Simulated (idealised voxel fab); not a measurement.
You're looking at the process module voxel lift off.
The figure presents cross-section cut, which has a width of 260 nm and is divided into square cells with an edge length of 5 nm.
In this document a cross-section is written as a grid of square cells. It is given as a series of bands, listed from the top down, and a band is one or more rows of cells. Top, bottom (nm), then materials left to right with widths (nm); lone material tagged "full width" fills the whole band edge to edge; "empty" = empty space. Height 0 is the level under which the wafer as received is all one material. The lowest band goes on downwards, as in "from 0 down". The width entry "30->40" should be interpreted row by row: the top row of cells in the band takes the first number, the bottom row takes the second number, and the change between adjacent rows is uniform throughout. "nothing different" for a step: no cell of the cross-section changed in that step. Heads up: "Trapped void list" only lists the empty pockets with no open path to the top that are 8 cells or more, and it writes them as width x height at distance, distance from the left edge, in nm. Anything after a step's settings on that line? It's the simulator's own note about the step. You can add "overlay nm" to a step's line. For a step with a mask, it describes how far the mask lay to the right of its planned position, and a negative number describes a lay to the left.

# Steps planned for the process
1. RECEIVE,material Si
2. CONFORMAL_DEP,material SiN,thk nm 15
3. PATTERN,tone open,mask id LINES,material resist,width nm 25,pitch nm 50,thk nm 30,overlay nm 0
4. DIRECTIONAL_DEP,material Ru,thk nm 15
5. STRIP,etch materials resist
6. CONFORMAL_DEP,material SiCN,thk nm 5

# First of the two wafers, run per plan

# Step 1 complete: cross-section of the wafer as received
- from 0 down: Si full width
- Trapped void list: none

# Cross-sectional representation of the wafer at the conclusion of step 2
- from 15 to 0: SiN full width
- Heights below 0 show no change.

# Cross-sectional representation of the wafer at the conclusion of step 3
- from 45 to 15: 65 nm resist / 25 nm empty / 25 nm resist / 25 nm empty / 25 nm resist / 25 nm empty / 70 nm resist
- Heights below 15 show no change.

# Cross-sectional representation of the wafer at the conclusion of step 4
- from 60 to 45: 65 nm Ru / 25 nm empty / 25 nm Ru / 25 nm empty / 25 nm Ru / 25 nm empty / 70 nm Ru
- from 45 to 30: 65 nm resist / 25 nm empty / 25 nm resist / 25 nm empty / 25 nm resist / 25 nm empty / 70 nm resist
- from 30 to 15: 65 nm resist / 25 nm Ru / 25 nm resist / 25 nm Ru / 25 nm resist / 25 nm Ru / 70 nm resist
- Heights below 15 show no change.

# Cross-sectional representation of the wafer at the conclusion of step 5
- from 30 to 15: 65 nm empty / 25 nm Ru / 25 nm empty / 25 nm Ru / 25 nm empty / 25 nm Ru / 70 nm empty
- Heights below 15 show no change.

# Cross-sectional representation of the wafer at the conclusion of step 6
- from 35 to 30: 60 nm empty / 35 nm SiCN / 15 nm empty / 35 nm SiCN / 15 nm empty / 35 nm SiCN / 65 nm empty
- from 30 to 20: 60 nm empty / 5 nm SiCN / 25 nm Ru / 5 nm SiCN / 15 nm empty / 5 nm SiCN / 25 nm Ru / 5 nm SiCN / 15 nm empty / 5 nm SiCN / 25 nm Ru / 5 nm SiCN / 65 nm empty
- from 20 to 15: 65 nm SiCN / 25 nm Ru / 25 nm SiCN / 25 nm Ru / 25 nm SiCN / 25 nm Ru / 70 nm SiCN
- Heights below 15 show no change.

# Okay, second wafer. Nothing different at the start, nothing different in the plan, just one mistake somewhere in the running. As far as step 5, counting that step, it's the first wafer all over again

# Second wafer, cross-section, planned end of step 6
- from 45 to 30: 50 nm empty / 155 nm SiCN / 55 nm empty
- from 30 to 15: 65 nm SiCN / 25 nm Ru / 25 nm SiCN / 25 nm Ru / 25 nm SiCN / 25 nm Ru / 70 nm SiCN
- Heights below 15 show no change.
Want to know what went wrong? planned and actual differ for step 6; actual: CONFORMAL_DEP,material SiCN,thk nm 15
The final cell counts differ between the wafers, with the second having more or fewer of some materials than the first: SiCN: 134 more
